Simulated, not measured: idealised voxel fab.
Title: Process Module voxel transistor to metal
185 nm wide, 5 nm square cells: that's cross-section cut.
Bands, listed from the top down, are how a cross-section gets written in this document; the cross-section itself is a grid of square cells, and a band is one or more rows of them.
Band: top height; bottom height; in nm. Then, left to right: material with width in nm, for each material. "full width": a single material spanning edge to edge. "blank": empty space.
Height reference: 0 = level under which incoming wafer is all one material. Lowest band: no bottom, runs on downward, e.g. "0 nm and below".
Width: "30..40" (first number = top row, second number = bottom row, same change from row to row of cells).
"everything unchanged" means the step left every cell of the cross-section as it was.
Enclosed voids (no open way to top), threshold 8 cells or more, entry "Closed void list", notation width x height at distance, distance from left edge, nm.
Read whatever lies past the settings on a step's line as the simulator's own remark about the step.
The setting "overlay nm" may be written on the line of a step. When the step uses a mask, the value reports how far to the right of the planned place the mask lay, and a negative value reports that it lay to the left.
-- Planned step list for the process
1,op RECEIVE | material Si
2,op CONFORMAL_DEP | material SiO2 | thk nm 5
3,op CONFORMAL_DEP | material SiN | thk nm 10
4,op PATTERN | tone cover | mask id ACTIVE | material resist | width nm 85 | thk nm 20 | overlay nm 0
5,op DIRECTIONAL_ETCH | etch materials SiN | depth nm 10
6,op DIRECTIONAL_ETCH | etch materials SiO2 | depth nm 5
7,op DIRECTIONAL_ETCH | etch materials Si | depth nm 20
8,op STRIP | etch materials resist
9,op OXIDIZE | depth nm 5
10,op FILL_DEP | material SiO2 | thk nm 15
11,op CMP | height nm 15
12,op SELECTIVE_ETCH | etch materials SiO2 | depth nm 5
13,op STRIP | etch materials SiN
14,op SELECTIVE_ETCH | etch materials SiO2 | depth nm 5
15,op OXIDIZE | depth nm 5
16,op DIRECTIONAL_DEP | material polySi | thk nm 25
17,op DIRECTIONAL_DEP | material SiCN | thk nm 15
18,op DIRECTIONAL_DEP | material aC | thk nm 10
19,op PATTERN | tone cover | mask id GATE | material resist | width nm 15 | thk nm 25 | overlay nm 0
20,op DIRECTIONAL_ETCH | etch materials aC | depth nm 10
21,op STRIP | etch materials resist
22,op DIRECTIONAL_ETCH | etch materials SiCN | depth nm 25
23,op DIRECTIONAL_ETCH | etch materials polySi | depth nm 35
24,op STRIP | etch materials aC
25,op CONFORMAL_DEP | material SiN | thk nm 10
26,op DIRECTIONAL_ETCH | etch materials SiN | depth nm 10
27,op DIRECTIONAL_ETCH | etch materials SiO2 | depth nm 5
28,op EPI | material SiGe | thk nm 5
29,op FILL_DEP | material SiO2 | thk nm 10
30,op CMP | height nm 40
31,op DIRECTIONAL_DEP | material SiO2 | thk nm 15
32,op MASKED_ETCH | tone open | mask id CONTACT | width nm 15 | pitch nm 60 | etch materials SiO2 | depth nm 55 | overlay nm 0
33,op CONFORMAL_DEP | material TiN | thk nm 5
34,op FILL_DEP | material W | thk nm 5
35,op CMP | height nm 55
36,op CONFORMAL_DEP | material SiCN | thk nm 5
37,op DIRECTIONAL_DEP | material SiO2 | thk nm 20
38,op PATTERN | tone open | mask id METAL_1 | material resist | width nm 15 | pitch nm 60 | thk nm 15 | overlay nm 0
39,op DIRECTIONAL_ETCH | etch materials SiO2 | depth nm 20
40,op DIRECTIONAL_ETCH | etch materials SiCN | depth nm 5
41,op STRIP | etch materials resist
42,op CONFORMAL_DEP | material TiN | thk nm 5
43,op FILL_DEP | material Cu | thk nm 5
44,op CMP | height nm 80
45,op CONFORMAL_DEP | material SiN | thk nm 5
-- Cross-section of the incoming wafer, state after step 1
0 nm and below = Si full width
Closed void list: none
-- The first of two wafers, cross-sectioned at the end of the module, with the run proceeding as planned
85 nm to 80 nm = SiN full width
80 nm to 60 nm = 55 nm SiO2 / 5 nm TiN / 5 nm Cu / 5 nm TiN / 45 nm SiO2 / 5 nm TiN / 5 nm Cu / 5 nm TiN / 55 nm SiO2
60 nm to 55 nm = 55 nm SiCN / 15 nm TiN / 45 nm SiCN / 15 nm TiN / 55 nm SiCN
55 nm to 40 nm = 55 nm SiO2 / 5 nm TiN / 5 nm W / 5 nm TiN / 45 nm SiO2 / 5 nm TiN / 5 nm W / 5 nm TiN / 55 nm SiO2
40 nm to 25 nm = 55 nm SiO2 / 5 nm TiN / 5 nm W / 5 nm TiN / 5 nm SiO2 / 10 nm SiN / 15 nm SiCN / 10 nm SiN / 5 nm SiO2 / 5 nm TiN / 5 nm W / 5 nm TiN / 55 nm SiO2
25 nm to 5 nm = 55 nm SiO2 / 5 nm TiN / 5 nm W / 5 nm TiN / 5 nm SiO2 / 10 nm SiN / 15 nm polySi / 10 nm SiN / 5 nm SiO2 / 5 nm TiN / 5 nm W / 5 nm TiN / 55 nm SiO2
5 nm to 0 nm = 45 nm SiO2 / 10 nm SiN / 15 nm TiN / 5 nm SiO2 / 10 nm SiN / 15 nm polySi / 10 nm SiN / 5 nm SiO2 / 15 nm TiN / 10 nm SiN / 45 nm SiO2
0 nm to -5 nm = 55 nm SiO2 / 20 nm SiGe / 35 nm SiO2 / 20 nm SiGe / 55 nm SiO2
-5 nm to -25 nm = 55 nm SiO2 / 75 nm Si / 55 nm SiO2
-25 nm and below = Si full width
Closed void list: none
-- Same start, same plan as the first wafer - but one mistake in the run. Cross-section of the second of the two at the end of the module
85 nm to 80 nm = SiN full width
80 nm to 60 nm = 55 nm SiO2 / 5 nm TiN / 5 nm Cu / 5 nm TiN / 45 nm SiO2 / 5 nm TiN / 5 nm Cu / 5 nm TiN / 55 nm SiO2
60 nm to 55 nm = 55 nm SiCN / 15 nm TiN / 45 nm SiCN / 15 nm TiN / 55 nm SiCN
55 nm to 40 nm = 55 nm SiO2 / 5 nm TiN / 5 nm W / 5 nm TiN / 45 nm SiO2 / 5 nm TiN / 5 nm W / 5 nm TiN / 55 nm SiO2
40 nm to 35 nm = 55 nm SiO2 / 5 nm TiN / 5 nm W / 5 nm TiN / 5 nm SiO2 / 10 nm SiN / 15 nm SiCN / 10 nm SiN / 5 nm SiO2 / 5 nm TiN / 5 nm W / 5 nm TiN / 55 nm SiO2
35 nm to 30 nm = 45 nm SiCN / 10 nm SiN / 15 nm TiN / 5 nm SiO2 / 10 nm SiN / 15 nm SiCN / 10 nm SiN / 5 nm SiO2 / 15 nm TiN / 10 nm SiN / 45 nm SiCN
30 nm to 25 nm = 45 nm polySi / 95 nm SiCN / 45 nm polySi
25 nm to 5 nm = polySi full width
5 nm to 0 nm = 45 nm SiO2 / 95 nm polySi / 45 nm SiO2
0 nm to -5 nm = SiO2 full width
-5 nm to -25 nm = 55 nm SiO2 / 75 nm Si / 55 nm SiO2
-25 nm and below = Si full width
Closed void list: none
Here's what went sideways: in the plan, step 17 was performed twice
End of process, cell counts, second wafer against first, materials with more or fewer: +34 SiCN | -8 SiGe | -24 SiN | -136 SiO2 | -24 TiN | -12 W | +170 polySi
